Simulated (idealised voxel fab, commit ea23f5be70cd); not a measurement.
Proc. module: voxel wiring stack
The cross-section on display is named cut; it measures 230 nm wide, and its cells are 5 nm squares.
A cross-section in this document is a grid of square cells, and it is written down as bands, the top band listed before the ones below it; a band is made up of one or more rows of cells.
What a band's entry tells you: where the top is and where the bottom is, as heights in nm, and after that what lies inside, material by material from left to right, each with its width in nm. Empty space is written as the word "blank", and a single material marked with the word "throughout" occupies the band from edge to edge.
Heads up on the height convention: 0 is the point under which the incoming wafer is all one material, and the lowest band has no bottom, it just keeps going down, like "z 0 and below".
The two numbers in a width such as "30->40" mark its ends across the band: the first belongs to the top row of cells, the second to the bottom row, and from each row to the next the width moves by the same amount.
Where the words "remained the same" appear for a step, the cross-section shows no cell changed by that step; every cell remained as before.
Enclosed voids (no open way to top), threshold 8 cells or more, entry "Closed void table", notation width x height at distance, distance from left edge, nm.
Read whatever lies past the settings on a step's line as the simulator's own remark about the step.
overlay nm, on a step with a mask: how far to the right of its planned place the mask lay; to the left if negative

Process steps foreseen in the plan:
1: RECEIVE with material Si
2: CONFORMAL_DEP with material SiO2, thk nm 10
3: DIRECTIONAL_DEP with material TiN, thk nm 5
4: DIRECTIONAL_DEP with material Ru, thk nm 25
5: PATTERN with tone cover, mask id METAL_1, material resist, width nm 25, pitch nm 55, thk nm 20, overlay nm 0
6: DIRECTIONAL_ETCH with etch materials Ru, depth nm 25
7: DIRECTIONAL_ETCH with etch materials TiN, depth nm 5
8: STRIP with etch materials resist
9: FILL_DEP with material SiO2, thk nm 10
10: CMP with height nm 40
11: CONFORMAL_DEP with material SiCN, thk nm 5
12: DIRECTIONAL_DEP with material lowk, thk nm 20
13: MASKED_ETCH with tone open, mask id PLUG_1, width nm 15, pitch nm 55, etch materials lowk, depth nm 20, overlay nm 0
14: MASKED_ETCH with tone open, mask id PLUG_1, width nm 15, pitch nm 55, etch materials SiCN, depth nm 5, overlay nm 0
15: EPI with material Ru, thk nm 10
16: EPI with material Ru, thk nm 10
17: EPI with material Ru, thk nm 5
18: CONFORMAL_DEP with material SiN, thk nm 5
19: DIRECTIONAL_DEP with material lowk, thk nm 20
20: MASKED_ETCH with tone open, mask id METAL_2, width nm 25, pitch nm 55, etch materials lowk, depth nm 20, overlay nm 0
21: MASKED_ETCH with tone open, mask id METAL_2, width nm 25, pitch nm 55, etch materials SiN, depth nm 5, overlay nm 0
22: CONFORMAL_DEP with material TiN, thk nm 5
23: FILL_DEP with material Ru, thk nm 10
24: CMP with height nm 90
25: EPI with material Ru, thk nm 5
26: FILL_DEP with material SiCN, thk nm 5
27: DIRECTIONAL_DEP with material lowk, thk nm 35
28: DIRECTIONAL_DEP with material aC, thk nm 10
29: PATTERN with tone open, mask id METAL_3, material resist, width nm 25, pitch nm 55, thk nm 25, overlay nm 0
30: DIRECTIONAL_ETCH with etch materials aC, depth nm 10
31: STRIP with etch materials resist
32: DIRECTIONAL_ETCH with etch materials lowk, depth nm 20
33: STRIP with etch materials aC
34: DIRECTIONAL_DEP with material aC, thk nm 10
35: PATTERN with tone open, mask id METAL_3_HOLES, material resist, width nm 15, pitch nm 55, thk nm 30, overlay nm -15
36: DIRECTIONAL_ETCH with etch materials aC, depth nm 10
37: STRIP with etch materials resist
38: DIRECTIONAL_ETCH with etch materials lowk, depth nm 15
39: DIRECTIONAL_ETCH with etch materials SiCN, depth nm 5
40: STRIP with etch materials aC
41: CONFORMAL_DEP with material TiN, thk nm 5
42: FILL_DEP with material Cu, thk nm 10
43: CMP with height nm 135
44: CONFORMAL_DEP with material SiN, thk nm 5
Be aware that, although all wafers share a common starting state, the overlay nm at step 35 differs among them, and the plan displays the first wafer's value.

The as-received cross-section of the first of several wafers corresponds to the state after step 1:
    z 0 and below: Si throughout
    Closed void table: none

Gained (+) or lost (-) cells of each material since receipt, then closed voids: one row per wafer, at the end of the module:
overlay nm -15, +30 Cu, +118 Ru, +118 SiCN, +82 SiN, +308 SiO2, +64 TiN, +568 lowk, Closed void table: none
overlay nm -10, +26 Cu, +118 Ru, +116 SiCN, +82 SiN, +308 SiO2, +70 TiN, +568 lowk, Closed void table: none
overlay nm -5, +22 Cu, +118 Ru, +114 SiCN, +82 SiN, +308 SiO2, +76 TiN, +568 lowk, Closed void table: none
overlay nm 0, +26 Cu, +118 Ru, +112 SiCN, +82 SiN, +308 SiO2, +74 TiN, +568 lowk, Closed void table: none
overlay nm 5, +26 Cu, +118 Ru, +112 SiCN, +82 SiN, +308 SiO2, +74 TiN, +568 lowk, Closed void table: none
overlay nm 10, +26 Cu, +118 Ru, +112 SiCN, +82 SiN, +308 SiO2, +74 TiN, +568 lowk, Closed void table: none
overlay nm 15, +22 Cu, +118 Ru, +114 SiCN, +82 SiN, +308 SiO2, +76 TiN, +568 lowk, Closed void table: none
